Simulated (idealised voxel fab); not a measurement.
This is a process module. Its name is voxel capacitor over wiring.
It is cross-section cut that appears here, measuring 245 nm in width, its square cells being 5 nm in size.
In this document a cross-section is written as a grid of square cells. It is given as a series of bands, listed from the top down, and a band is one or more rows of cells.
Heads up on the band format: heights come first, top then bottom, in nm. After that it's the materials left to right, each with its width in nm. A single material flagged "edge to edge" fills the whole band edge to edge, and "empty" means there's empty space there.
Heads up on the height convention: 0 is the point under which the incoming wafer is all one material, and the lowest band has no bottom, it just keeps going down, like "0 nm and below".
The notation "30..40" denotes a width that varies across the rows of cells in the band, beginning at the first number in the top row, finishing at the second number in the bottom row, and changing by an identical amount from each row to the next.
The designation "all unchanged", where it is given for a processing step, indicates that no cell of the cross-section was altered in the course of that step.
Heads up: "Closed internal cavities" only lists the empty pockets with no open path to the top that are 8 cells or more, and it writes them as width x height at distance, distance from the left edge, in nm.
Anything after a step's settings on that line? It's the simulator's own note about the step.
The line of a step may include "overlay nm". On a step with a mask, this value is how far to the right of its planned place the mask lay. A negative value means the mask lay to the left.
### The planned process steps are enumerated hereunder
1: RECEIVE: material Si
2: CONFORMAL_DEP: material SiO2, thk nm 15
3: CONFORMAL_DEP: material SiCN, thk nm 5
4: DIRECTIONAL_DEP: material lowk, thk nm 25
5: DIRECTIONAL_DEP: material aC, thk nm 15
6: PATTERN: tone open, mask id METAL_1, material resist, width nm 20, pitch nm 90, thk nm 35, overlay nm 0
7: DIRECTIONAL_ETCH: etch materials aC, depth nm 15
8: STRIP: etch materials resist
9: DIRECTIONAL_ETCH: etch materials lowk, depth nm 25
10: DIRECTIONAL_ETCH: etch materials SiCN, depth nm 5
11: STRIP: etch materials aC
12: CONFORMAL_DEP: material TiN, thk nm 5
13: FILL_DEP: material Cu, thk nm 5
14: CMP: height nm 45
15: EPI: material Ru, thk nm 5
16: FILL_DEP: material SiCN, thk nm 5
17: DIRECTIONAL_DEP: material SiO2, thk nm 20
18: PATTERN: tone open, mask id PLUG_1, material resist, width nm 15, thk nm 20, overlay nm 0
19: DIRECTIONAL_ETCH: etch materials SiO2, depth nm 20
20: DIRECTIONAL_ETCH: etch materials SiCN, depth nm 5
21: STRIP: etch materials resist
22: EPI: material Ru, thk nm 10
23: EPI: material Ru, thk nm 10
24: EPI: material Ru, thk nm 5
25: DIRECTIONAL_DEP: material TiN, thk nm 5
26: DIRECTIONAL_DEP: material Al2O3, thk nm 5
27: DIRECTIONAL_DEP: material TiN, thk nm 5
28: MASKED_ETCH: tone cover, mask id UPPER_PLATE, width nm 75, etch materials TiN, depth nm 5, overlay nm 0
29: MASKED_ETCH: tone cover, mask id UPPER_PLATE, width nm 75, etch materials Al2O3, depth nm 5, overlay nm 0
30: DIRECTIONAL_DEP: material aC, thk nm 15
31: PATTERN: tone cover, mask id LOWER_PLATE, material resist, width nm 85, thk nm 30, overlay nm 0
32: DIRECTIONAL_ETCH: etch materials aC, depth nm 15
33: STRIP: etch materials resist
34: DIRECTIONAL_ETCH: etch materials TiN, depth nm 5
35: STRIP: etch materials aC
36: FILL_DEP: material SiO2, thk nm 20
37: CMP: height nm 105
38: DIRECTIONAL_DEP: material aC, thk nm 15
39: PATTERN: tone open, mask id PLUG_2, material resist, width nm 15, thk nm 35, overlay nm 0
40: DIRECTIONAL_ETCH: etch materials aC, depth nm 15
41: STRIP: etch materials resist
42: DIRECTIONAL_ETCH: etch materials SiO2, depth nm 15
43: STRIP: etch materials aC
44: CONFORMAL_DEP: material TiN, thk nm 5
45: FILL_DEP: material Cu, thk nm 10
46: CMP: height nm 105
47: CONFORMAL_DEP: material SiN, thk nm 5
### The cross-section here shows the wafer as received, i.e. in its state after step 1
	0 nm and below = Si edge to edge
	Closed internal cavities: none
### End-of-module XS, first of two wafers, run as planned
	110 nm to 105 nm = SiN edge to edge
	105 nm to 95 nm = 80 nm SiO2  5 nm TiN  5 nm Cu  5 nm TiN  150 nm SiO2
	95 nm to 85 nm = 80..70 nm SiO2  15..75 nm TiN  150..100 nm SiO2
	85 nm to 80 nm = 70 nm SiO2  75 nm Al2O3  100 nm SiO2
	80 nm to 75 nm = 65 nm SiO2  85 nm TiN  95 nm SiO2
	75 nm to 55 nm = 70 nm SiO2  15 nm Ru  160 nm SiO2
	55 nm to 50 nm = 70 nm SiCN  15 nm Ru  160 nm SiCN
	50 nm to 45 nm = 60 nm SiCN  30 nm Ru  60 nm SiCN  30 nm Ru  65 nm SiCN
	45 nm to 20 nm = 65 nm lowk  5 nm TiN  10 nm Cu  5 nm TiN  70 nm lowk  5 nm TiN  10 nm Cu  5 nm TiN  70 nm lowk
	20 nm to 15 nm = 65 nm SiCN  20 nm TiN  70 nm SiCN  20 nm TiN  70 nm SiCN
	15 nm to 0 nm = SiO2 edge to edge
	0 nm and below = Si edge to edge
	Closed internal cavities: none
### Cross-section at end of module for the second wafer of two, which matched the first in starting point and plan and differed by one mistake in its processing
	110 nm to 105 nm = SiN edge to edge
	105 nm to 95 nm = 80 nm SiO2  5 nm Al2O3  5 nm Cu  5 nm Al2O3  150 nm SiO2
	95 nm to 90 nm = 80 nm SiO2  15 nm Al2O3  150 nm SiO2
	90 nm to 85 nm = 70 nm SiO2  75 nm TiN  100 nm SiO2
	85 nm to 80 nm = 70 nm SiO2  75 nm Al2O3  100 nm SiO2
	80 nm to 75 nm = 65 nm SiO2  85 nm TiN  95 nm SiO2
	75 nm to 55 nm = 70 nm SiO2  15 nm Ru  160 nm SiO2
	55 nm to 50 nm = 70 nm SiCN  15 nm Ru  160 nm SiCN
	50 nm to 45 nm = 60 nm SiCN  30 nm Ru  60 nm SiCN  30 nm Ru  65 nm SiCN
	45 nm to 20 nm = 65 nm lowk  5 nm TiN  10 nm Cu  5 nm TiN  70 nm lowk  5 nm TiN  10 nm Cu  5 nm TiN  70 nm lowk
	20 nm to 15 nm = 65 nm SiCN  20 nm TiN  70 nm SiCN  20 nm TiN  70 nm SiCN
	15 nm to 0 nm = SiO2 edge to edge
	0 nm and below = Si edge to edge
	Closed internal cavities: none
what went wrong: step 44 was processed under conditions differing from the plan, specifically as CONFORMAL_DEP: material Al2O3, thk nm 5
Final comparison by cell count, materials where the second wafer has more or fewer than the first: +7 Al2O3, -7 TiN
